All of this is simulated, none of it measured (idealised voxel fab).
Process module, titled voxel transistor to metal
Pictured: cross-section cut, 185 nm wide, on a grid of 5 nm square cells.
Notation: cross-section as square-cell grid; stated in bands, top first, going down; one or more cell rows per band.
Read a band's entry like this: the first values are the height of its top and the height of its bottom in nm, and what follows is the sequence of materials from left to right, each with its width in nm. Note that "empty" is empty space, and that a single material marked "all across" reaches across the band from edge to edge.
Counting heights begins at 0, where everything beneath is, in the wafer as received, one material. The lowest band has no bottom; it goes on downwards, as "0 down" shows.
Width "30..40": first value at the band's top row of cells, second value at its bottom row, equal change from row to row.
Basically "nothing was modified" means that step didn't change any cell in the cross-section.
In the "Enclosed void listing" entry, you get each enclosed empty space of 8 cells or more, one with no open way to the top, written width x height at distance, distance from the left edge, in nm.
Whatever follows a step's settings on its line is a remark the simulator itself makes about that step.
overlay nm: step with mask; distance mask lay right of planned place; negative value = left of planned place.
-- Below is the list of planned process steps
1 RECEIVE, material Si
2 CONFORMAL_DEP, material SiO2, thk nm 5
3 CONFORMAL_DEP, material SiN, thk nm 15
4 PATTERN, tone cover, mask id ACTIVE, material resist, width nm 105, thk nm 20, overlay nm 0
5 DIRECTIONAL_ETCH, etch materials SiN, depth nm 15
6 DIRECTIONAL_ETCH, etch materials SiO2, depth nm 5
7 DIRECTIONAL_ETCH, etch materials Si, depth nm 30
8 STRIP, etch materials resist
9 FILL_DEP, material SiO2, thk nm 5
10 CMP, height nm 20
11 SELECTIVE_ETCH, etch materials SiO2, depth nm 5
12 STRIP, etch materials SiN
13 SELECTIVE_ETCH, etch materials SiO2, depth nm 5
14 OXIDIZE, depth nm 5
15 DIRECTIONAL_DEP, material polySi, thk nm 30
16 DIRECTIONAL_DEP, material SiCN, thk nm 10
17 PATTERN, tone cover, mask id GATE, material resist, width nm 25, thk nm 20, overlay nm 0
18 DIRECTIONAL_ETCH, etch materials SiCN, depth nm 20
19 DIRECTIONAL_ETCH, etch materials polySi, depth nm 40
20 STRIP, etch materials resist
21 CONFORMAL_DEP, material SiN, thk nm 10
22 DIRECTIONAL_ETCH, etch materials SiN, depth nm 10
23 DIRECTIONAL_ETCH, etch materials SiO2, depth nm 5
24 DIRECTIONAL_ETCH, etch materials Si, depth nm 10
25 EPI, material nSi, thk nm 10
26 FILL_DEP, material SiO2, thk nm 10
27 CMP, height nm 40
28 DIRECTIONAL_DEP, material SiO2, thk nm 15
29 PATTERN, tone open, mask id CONTACT, material resist, width nm 20, pitch nm 75, thk nm 15, overlay nm 0
30 DIRECTIONAL_ETCH, etch materials SiO2, depth nm 60
31 STRIP, etch materials resist
32 CONFORMAL_DEP, material TiN, thk nm 5
33 FILL_DEP, material Ru, thk nm 5
34 CMP, height nm 55
35 DIRECTIONAL_DEP, material TiN, thk nm 5
36 DIRECTIONAL_DEP, material W, thk nm 20
37 MASKED_ETCH, tone cover, mask id METAL_1, width nm 20, pitch nm 75, etch materials W, depth nm 20, overlay nm 0
38 MASKED_ETCH, tone cover, mask id METAL_1, width nm 20, pitch nm 75, etch materials TiN, depth nm 5, overlay nm 0
39 CONFORMAL_DEP, material SiCN, thk nm 5
40 FILL_DEP, material SiO2, thk nm 5
41 CMP, height nm 80
42 CONFORMAL_DEP, material SiCN, thk nm 5
-- As-received wafer cross-section (after step 1)
    0 down | Si all across
    Enclosed void listing: none
-- End-of-module cross-section. Starting structure and process plan as above; one mistake made in running it
    85 to 80 | SiCN all across
    80 to 60 | 40 of SiO2 / 5 of SiCN / 20 of W / 5 of SiCN / 45 of SiO2 / 5 of SiCN / 20 of W / 5 of SiCN / 40 of SiO2
    60 to 55 | 45 of SiCN / 20 of TiN / 55 of SiCN / 20 of TiN / 45 of SiCN
    55 to 40 | 45 of SiO2 / 5 of polySi / 10 of Ru / 5 of polySi / 55 of SiO2 / 5 of polySi / 10 of Ru / 5 of polySi / 45 of SiO2
    40 to 30 | 45 of SiO2 / 5 of polySi / 10 of Ru / 5 of polySi / 5 of SiO2 / 10 of SiN / 25 of SiCN / 10 of SiN / 5 of SiO2 / 5 of polySi / 10 of Ru / 5 of polySi / 45 of SiO2
    30 to 10 | 45 of SiO2 / 5 of polySi / 10 of Ru / 5 of polySi / 5 of SiO2 / 10 of SiN / 25 of polySi / 10 of SiN / 5 of SiO2 / 5 of polySi / 10 of Ru / 5 of polySi / 45 of SiO2
    10 to 5 | 35 of SiO2 / 10 of SiN / 20 of polySi / 5 of SiO2 / 10 of SiN / 25 of polySi / 10 of SiN / 5 of SiO2 / 20 of polySi / 10 of SiN / 35 of SiO2
    5 to 0 | 35 of SiO2 / 10 of SiN / 10 of nSi / 5 of polySi / 10 of nSi / 10 of SiN / 25 of polySi / 10 of SiN / 10 of nSi / 5 of polySi / 10 of nSi / 10 of SiN / 35 of SiO2
    0 to -5 | 45 of SiO2 / 10 of nSi / 5 of polySi / 10 of nSi / 45 of SiO2 / 10 of nSi / 5 of polySi / 10 of nSi / 45 of SiO2
    -5 to -15 | 40 of SiO2 / 5 of Si / 25 of nSi / 45 of Si / 25 of nSi / 5 of Si / 40 of SiO2
    -15 to -30 | 40 of SiO2 / 105 of Si / 40 of SiO2
    -30 down | Si all across
    Enclosed void listing: none
Misprocessing identified: step 32 changed vs plan, executed as CONFORMAL_DEP, material polySi, thk nm 5
